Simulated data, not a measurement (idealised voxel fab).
Documented hereafter: the process module known as voxel lift off.
cross-section cut | 215 nm wide | cells 5 nm
Bands, listed from the top down, are how a cross-section gets written in this document; the cross-section itself is a grid of square cells, and a band is one or more rows of them.
This entry defines a band. It first specifies the height of the band's top and the height of its bottom in nm, and then specifies the band's materials from left to right, stating each material with its width in nm. The word "all across" identifies a single material that fills the band from edge to edge, while the word "empty" identifies empty space.
Zero point of the height axis is 0; under it, received wafer = one material. Lowest band: continues down indefinitely, "0..down".
You'd read "30..40" like this: the band's top row of cells is as wide as the first number, its bottom row is as wide as the second, and going down, every row changes width by the same amount as the row before did.
When a step is marked "stayed the same", none of the cells in the cross-section changed during that step.
"Completely enclosed voids": sealed empty spaces, 8 cells or more, no open way to top, listed width x height at distance, with distance from the left edge and width, height and distance in nm.
Note: text after step settings on the step line = simulator remark on that step.
"overlay nm", when on a step's line for a step with a mask, measures how far to the right of its planned place the mask lay; a negative measure means to the left.
Reading key. Pairs: pre-step and post-step cross-section, one process step apart; post-step view only to lowest changed band. Step between + settings: beneath pair. Runs: pairs may be from different runs of this module, same starting wafer. Continuation from pair above: only where "Pre-processing view" entry says.
**Pre-processing view**
* 0..down: Si all across
* Completely enclosed voids: none
**Post-Process View**
* 5..0: Al2O3 all across
* Note: structure below 0 unchanged.
* Completely enclosed voids: none
Between the two cross-sections shown above, the process step is op CONFORMAL_DEP | material Al2O3 | thk nm 5
Pre-processing view: the cross-section after the pair above
**Post-Process View**
* 25..5: 35 resist, 25 empty, 15 resist, 25 empty, 15 resist, 25 empty, 15 resist, 25 empty, 35 resist
* Note: structure below 5 unchanged.
* Completely enclosed voids: none
Between the two cross-sections shown above, the process step is op PATTERN | tone open | mask id LINES | material resist | width nm 25 | pitch nm 40 | thk nm 20 | overlay nm 0
Pre-processing view: the cross-section after the pair above
**Post-Process View**
* 35..25: 35 Ru, 25 empty, 15 Ru, 25 empty, 15 Ru, 25 empty, 15 Ru, 25 empty, 35 Ru
* 25..15: 35 resist, 25 empty, 15 resist, 25 empty, 15 resist, 25 empty, 15 resist, 25 empty, 35 resist
* 15..5: 35 resist, 25 Ru, 15 resist, 25 Ru, 15 resist, 25 Ru, 15 resist, 25 Ru, 35 resist
* Note: structure below 5 unchanged.
* Completely enclosed voids: none
Between the two cross-sections shown above, the process step is op DIRECTIONAL_DEP | material Ru | thk nm 10
Pre-processing view: the cross-section after the pair above
**Post-Process View**
* 15..5: 35 empty, 25 Ru, 15 empty, 25 Ru, 15 empty, 25 Ru, 15 empty, 25 Ru, 35 empty
* Note: structure below 5 unchanged.
* Completely enclosed voids: none
Between the two cross-sections shown above, the process step is op STRIP | etch materials resist
Pre-processing view: the cross-section after the pair above
**Post-Process View**
* 20..15: 30 empty, 35 SiCN, 5 empty, 35 SiCN, 5 empty, 35 SiCN, 5 empty, 35 SiCN, 30 empty
* 15..10: 30 empty, 5 SiCN, 25 Ru, 5 SiCN, 5 empty, 5 SiCN, 25 Ru, 5 SiCN, 5 empty, 5 SiCN, 25 Ru, 5 SiCN, 5 empty, 5 SiCN, 25 Ru, 5 SiCN, 30 empty
* 10..5: 35 SiCN, 25 Ru, 15 SiCN, 25 Ru, 15 SiCN, 25 Ru, 15 SiCN, 25 Ru, 35 SiCN
* Note: structure below 5 unchanged.
* Completely enclosed voids: none
Between the two cross-sections shown above, the process step is op CONFORMAL_DEP | material SiCN | thk nm 5
**Pre-processing view**
* 25..5: 35 resist, 25 empty, 15 resist, 25 empty, 15 resist, 25 empty, 15 resist, 25 empty, 35 resist
* 5..0: Al2O3 all across
* 0..down: Si all across
* Completely enclosed voids: none
**Post-Process View**
* 5..0: Al2O3 all across
* Note: structure below 0 unchanged.
* Completely enclosed voids: none
Between the two cross-sections shown above, the process step is op STRIP | etch materials resist
Pre-processing view: the cross-section after the pair above
**Post-Process View**
* 10..5: SiCN all across
* Note: structure below 5 unchanged.
* Completely enclosed voids: none
Between the two cross-sections shown above, the process step is op CONFORMAL_DEP | material SiCN | thk nm 5
**Pre-processing view**
* 25..5: 35 resist, 25 empty, 15 resist, 25 empty, 15 resist, 25 empty, 15 resist, 25 empty, 35 resist
* 5..0: Al2O3 all across
* 0..down: Si all across
* Completely enclosed voids: none
**Post-Process View**
* 40..25: 35 Ru, 25 empty, 15 Ru, 25 empty, 15 Ru, 25 empty, 15 Ru, 25 empty, 35 Ru
* 25..20: 35 resist, 25 empty, 15 resist, 25 empty, 15 resist, 25 empty, 15 resist, 25 empty, 35 resist
* 20..5: 35 resist, 25 Ru, 15 resist, 25 Ru, 15 resist, 25 Ru, 15 resist, 25 Ru, 35 resist
* Note: structure below 5 unchanged.
* Completely enclosed voids: none
Between the two cross-sections shown above, the process step is op DIRECTIONAL_DEP | material Ru | thk nm 15
Pre-processing view: the cross-section after the pair above
**Post-Process View**
* 20..5: 35 empty, 25 Ru, 15 empty, 25 Ru, 15 empty, 25 Ru, 15 empty, 25 Ru, 35 empty
* Note: structure below 5 unchanged.
* Completely enclosed voids: none
Between the two cross-sections shown above, the process step is op STRIP | etch materials resist
Pre-processing view: the cross-section after the pair above
**Post-Process View**
* 25..20: 30 empty, 35 SiCN, 5 empty, 35 SiCN, 5 empty, 35 SiCN, 5 empty, 35 SiCN, 30 empty
* 20..10: 30 empty, 5 SiCN, 25 Ru, 5 SiCN, 5 empty, 5 SiCN, 25 Ru, 5 SiCN, 5 empty, 5 SiCN, 25 Ru, 5 SiCN, 5 empty, 5 SiCN, 25 Ru, 5 SiCN, 30 empty
* 10..5: 35 SiCN, 25 Ru, 15 SiCN, 25 Ru, 15 SiCN, 25 Ru, 15 SiCN, 25 Ru, 35 SiCN
* Note: structure below 5 unchanged.
* Completely enclosed voids: none
Between the two cross-sections shown above, the process step is op CONFORMAL_DEP | material SiCN | thk nm 5
**Pre-processing view**
* 5..0: Al2O3 all across
* 0..down: Si all across
* Completely enclosed voids: none
**Post-Process View**
* 25..5: 40 resist, 15 empty, 25 resist, 15 empty, 25 resist, 15 empty, 25 resist, 15 empty, 40 resist
* Note: structure below 5 unchanged.
* Completely enclosed voids: none
Between the two cross-sections shown above, the process step is op PATTERN | tone open | mask id LINES | material resist | width nm 15 | pitch nm 40 | thk nm 20 | overlay nm 0
Pre-processing view: the cross-section after the pair above
**Post-Process View**
* 35..25: 40 Ru, 15 empty, 25 Ru, 15 empty, 25 Ru, 15 empty, 25 Ru, 15 empty, 40 Ru
* 25..15: 40 resist, 15 empty, 25 resist, 15 empty, 25 resist, 15 empty, 25 resist, 15 empty, 40 resist
* 15..5: 40 resist, 15 Ru, 25 resist, 15 Ru, 25 resist, 15 Ru, 25 resist, 15 Ru, 40 resist
* Note: structure below 5 unchanged.
* Completely enclosed voids: none
Between the two cross-sections shown above, the process step is op DIRECTIONAL_DEP | material Ru | thk nm 10
Pre-processing view: the cross-section after the pair above
**Post-Process View**
* 15..5: 40 empty, 15 Ru, 25 empty, 15 Ru, 25 empty, 15 Ru, 25 empty, 15 Ru, 40 empty
* Note: structure below 5 unchanged.
* Completely enclosed voids: none
Between the two cross-sections shown above, the process step is op STRIP | etch materials resist
Pre-processing view: the cross-section after the pair above
**Post-Process View**
* 20..15: 35 empty, 25 SiCN, 15 empty, 25 SiCN, 15 empty, 25 SiCN, 15 empty, 25 SiCN, 35 empty
* 15..10: 35 empty, 5 SiCN, 15 Ru, 5 SiCN, 15 empty, 5 SiCN, 15 Ru, 5 SiCN, 15 empty, 5 SiCN, 15 Ru, 5 SiCN, 15 empty, 5 SiCN, 15 Ru, 5 SiCN, 35 empty
* 10..5: 40 SiCN, 15 Ru, 25 SiCN, 15 Ru, 25 SiCN, 15 Ru, 25 SiCN, 15 Ru, 40 SiCN
* Note: structure below 5 unchanged.
* Completely enclosed voids: none
Between the two cross-sections shown above, the process step is op CONFORMAL_DEP | material SiCN | thk nm 5
**Pre-processing view**
* 5..0: Al2O3 all across
* 0..down: Si all across
* Completely enclosed voids: none
**Post-Process View**
* 25..5: 45 resist, 25 empty, 15 resist, 25 empty, 15 resist, 25 empty, 15 resist, 25 empty, 25 resist
* Note: structure below 5 unchanged.
* Completely enclosed voids: none
Between the two cross-sections shown above, the process step is op PATTERN | tone open | mask id LINES | material resist | width nm 25 | pitch nm 40 | thk nm 20 | overlay nm 10
Pre-processing view: the cross-section after the pair above
**Post-Process View**
* 35..25: 45 Ru, 25 empty, 15 Ru, 25 empty, 15 Ru, 25 empty, 15 Ru, 25 empty, 25 Ru
* 25..15: 45 resist, 25 empty, 15 resist, 25 empty, 15 resist, 25 empty, 15 resist, 25 empty, 25 resist
* 15..5: 45 resist, 25 Ru, 15 resist, 25 Ru, 15 resist, 25 Ru, 15 resist, 25 Ru, 25 resist
* Note: structure below 5 unchanged.
* Completely enclosed voids: none
Between the two cross-sections shown above, the process step is op DIRECTIONAL_DEP | material Ru | thk nm 10
Pre-processing view: the cross-section after the pair above
**Post-Process View**
* 15..5: 45 empty, 25 Ru, 15 empty, 25 Ru, 15 empty, 25 Ru, 15 empty, 25 Ru, 25 empty
* Note: structure below 5 unchanged.
* Completely enclosed voids: none
Between the two cross-sections shown above, the process step is op STRIP | etch materials resist
Pre-processing view: the cross-section after the pair above
**Post-Process View**
* 20..15: 40 empty, 35 SiCN, 5 empty, 35 SiCN, 5 empty, 35 SiCN, 5 empty, 35 SiCN, 20 empty
* 15..10: 40 empty, 5 SiCN, 25 Ru, 5 SiCN, 5 empty, 5 SiCN, 25 Ru, 5 SiCN, 5 empty, 5 SiCN, 25 Ru, 5 SiCN, 5 empty, 5 SiCN, 25 Ru, 5 SiCN, 20 empty
* 10..5: 45 SiCN, 25 Ru, 15 SiCN, 25 Ru, 15 SiCN, 25 Ru, 15 SiCN, 25 Ru, 25 SiCN
* Note: structure below 5 unchanged.
* Completely enclosed voids: none
Between the two cross-sections shown above, the process step is op CONFORMAL_DEP | material SiCN | thk nm 5
**Pre-processing view**
* 0..down: Si all across
* Completely enclosed voids: none
**Post-Process View**
* 5..0: Ru all across
* Note: structure below 0 unchanged.
* Completely enclosed voids: none
Between the two cross-sections shown above, the process step is op CONFORMAL_DEP | material Ru | thk nm 5
Pre-processing view: the cross-section after the pair above
**Post-Process View**
* 25..5: 35 resist, 25 empty, 15 resist, 25 empty, 15 resist, 25 empty, 15 resist, 25 empty, 35 resist
* Note: structure below 5 unchanged.
* Completely enclosed voids: none
Between the two cross-sections shown above, the process step is op PATTERN | tone open | mask id LINES | material resist | width nm 25 | pitch nm 40 | thk nm 20 | overlay nm 0
Pre-processing view: the cross-section after the pair above
**Post-Process View**
* 35..25: 35 Ru, 25 empty, 15 Ru, 25 empty, 15 Ru, 25 empty, 15 Ru, 25 empty, 35 Ru
* 25..15: 35 resist, 25 empty, 15 resist, 25 empty, 15 resist, 25 empty, 15 resist, 25 empty, 35 resist
* 15..5: 35 resist, 25 Ru, 15 resist, 25 Ru, 15 resist, 25 Ru, 15 resist, 25 Ru, 35 resist
* Note: structure below 5 unchanged.
* Completely enclosed voids: none
Between the two cross-sections shown above, the process step is op DIRECTIONAL_DEP | material Ru | thk nm 10
Pre-processing view: the cross-section after the pair above
**Post-Process View**
* 15..5: 35 empty, 25 Ru, 15 empty, 25 Ru, 15 empty, 25 Ru, 15 empty, 25 Ru, 35 empty
* Note: structure below 5 unchanged.
* Completely enclosed voids: none
Between the two cross-sections shown above, the process step is op STRIP | etch materials resist
Pre-processing view: the cross-section after the pair above
**Post-Process View**
* 20..15: 30 empty, 35 SiCN, 5 empty, 35 SiCN, 5 empty, 35 SiCN, 5 empty, 35 SiCN, 30 empty
* 15..10: 30 empty, 5 SiCN, 25 Ru, 5 SiCN, 5 empty, 5 SiCN, 25 Ru, 5 SiCN, 5 empty, 5 SiCN, 25 Ru, 5 SiCN, 5 empty, 5 SiCN, 25 Ru, 5 SiCN, 30 empty
* 10..5: 35 SiCN, 25 Ru, 15 SiCN, 25 Ru, 15 SiCN, 25 Ru, 15 SiCN, 25 Ru, 35 SiCN
* Note: structure below 5 unchanged.
* Completely enclosed voids: none
Between the two cross-sections shown above, the process step is op CONFORMAL_DEP | material SiCN | thk nm 5
**Pre-processing view**
* 5..0: Al2O3 all across
* 0..down: Si all across
* Completely enclosed voids: none
**Post-Process View**
* 25..5: 35 empty, 25 resist, 15 empty, 25 resist, 15 empty, 25 resist, 15 empty, 25 resist, 35 empty
* Note: structure below 5 unchanged.
* Completely enclosed voids: none
Between the two cross-sections shown above, the process step is op PATTERN | tone cover | mask id LINES | material resist | width nm 25 | pitch nm 40 | thk nm 20 | overlay nm 0
Pre-processing view: the cross-section after the pair above
**Post-Process View**
* 35..25: 35 empty, 25 Ru, 15 empty, 25 Ru, 15 empty, 25 Ru, 15 empty, 25 Ru, 35 empty
* 25..15: 35 empty, 25 resist, 15 empty, 25 resist, 15 empty, 25 resist, 15 empty, 25 resist, 35 empty
* 15..5: 35 Ru, 25 resist, 15 Ru, 25 resist, 15 Ru, 25 resist, 15 Ru, 25 resist, 35 Ru
* Note: structure below 5 unchanged.
* Completely enclosed voids: none
Between the two cross-sections shown above, the process step is op DIRECTIONAL_DEP | material Ru | thk nm 10
Pre-processing view: the cross-section after the pair above
**Post-Process View**
* 15..5: 35 Ru, 25 empty, 15 Ru, 25 empty, 15 Ru, 25 empty, 15 Ru, 25 empty, 35 Ru
* Note: structure below 5 unchanged.
* Completely enclosed voids: none
Between the two cross-sections shown above, the process step is op STRIP | etch materials resist
Pre-processing view: the cross-section after the pair above
**Post-Process View**
* 20..15: 40 SiCN, 15 empty, 25 SiCN, 15 empty, 25 SiCN, 15 empty, 25 SiCN, 15 empty, 40 SiCN
* 15..10: 35 Ru, 5 SiCN, 15 empty, 5 SiCN, 15 Ru, 5 SiCN, 15 empty, 5 SiCN, 15 Ru, 5 SiCN, 15 empty, 5 SiCN, 15 Ru, 5 SiCN, 15 empty, 5 SiCN, 35 Ru
* 10..5: 35 Ru, 25 SiCN, 15 Ru, 25 SiCN, 15 Ru, 25 SiCN, 15 Ru, 25 SiCN, 35 Ru
* Note: structure below 5 unchanged.
* Completely enclosed voids: none
Between the two cross-sections shown above, the process step is op CONFORMAL_DEP | material SiCN | thk nm 5
